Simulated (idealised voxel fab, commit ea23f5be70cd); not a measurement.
process module | voxel lift off
cross-section cut | 280 nm wide | cells 5 nm
A cross-section is a grid of square cells, given in bands from the top down. A band is one or more rows of cells.
Each band's line starts with the height of the band's top and of its bottom, in nm. Then come its materials from left to right, each with its width in nm. One material with "throughout" fills the band from edge to edge. "air" is empty space.
Height 0 is the level under which the wafer as received is all one material. The lowest band goes on downwards, as in "0 down".
A width such as "30 to 40" changes by the same amount from each row of cells to the next, from the band's top row to its bottom row.
"no change" after a step means that no cell of the cross-section changed.
closed voids: empty space of 8 cells or more with no open way to the top, each as width x height at its distance from the left edge, in nm
after a step's settings: what the simulator itself notes on the step
overlay nm, on a step with a mask: how far to the right of its planned place the mask lay; to the left if negative
plan
1 op RECEIVE | material Si
2 op CONFORMAL_DEP | material SiN | thk nm 10
3 op PATTERN | tone open | mask id LINES | material resist | width nm 30 | pitch nm 45 | thk nm 20 | overlay nm -15
4 op DIRECTIONAL_DEP | material Ru | thk nm 10
5 op STRIP | etch materials resist
6 op CONFORMAL_DEP | material SiO2 | thk nm 10
varied across the wafers: overlay nm of step 3. The plan shows the first wafer's value. All wafers start alike
first wafer as received, after step 1
  0 down: Si throughout
  closed voids: none
first wafer at the end, after step 6
  30 to 20: air 30 | SiO2 185 | air 65
  20 to 10: SiO2 40 | Ru 30 | SiO2 15 | Ru 30 | SiO2 15 | Ru 30 | SiO2 15 | Ru 30 | SiO2 75
  10 to 0: SiN throughout
  0 down: Si throughout
  closed voids: none
last wafer at the end
  30 to 20: air 60 | SiO2 185 | air 35
  20 to 10: SiO2 70 | Ru 30 | SiO2 15 | Ru 30 | SiO2 15 | Ru 30 | SiO2 15 | Ru 30 | SiO2 45
  10 to 0: SiN throughout
  0 down: Si throughout
  closed voids: none
each wafer at the end: cells of each material gained (+) or lost (-) since it was received, then its closed voids
overlay nm -15 | +48 Ru | +112 SiN | +138 SiO2 | closed voids: none
overlay nm -10 | +48 Ru | +112 SiN | +138 SiO2 | closed voids: none
overlay nm -5 | +48 Ru | +112 SiN | +138 SiO2 | closed voids: none
overlay nm 0 | +48 Ru | +112 SiN | +138 SiO2 | closed voids: none
overlay nm 5 | +48 Ru | +112 SiN | +138 SiO2 | closed voids: none
overlay nm 10 | +48 Ru | +112 SiN | +138 SiO2 | closed voids: none
overlay nm 15 | +48 Ru | +112 SiN | +138 SiO2 | closed voids: none
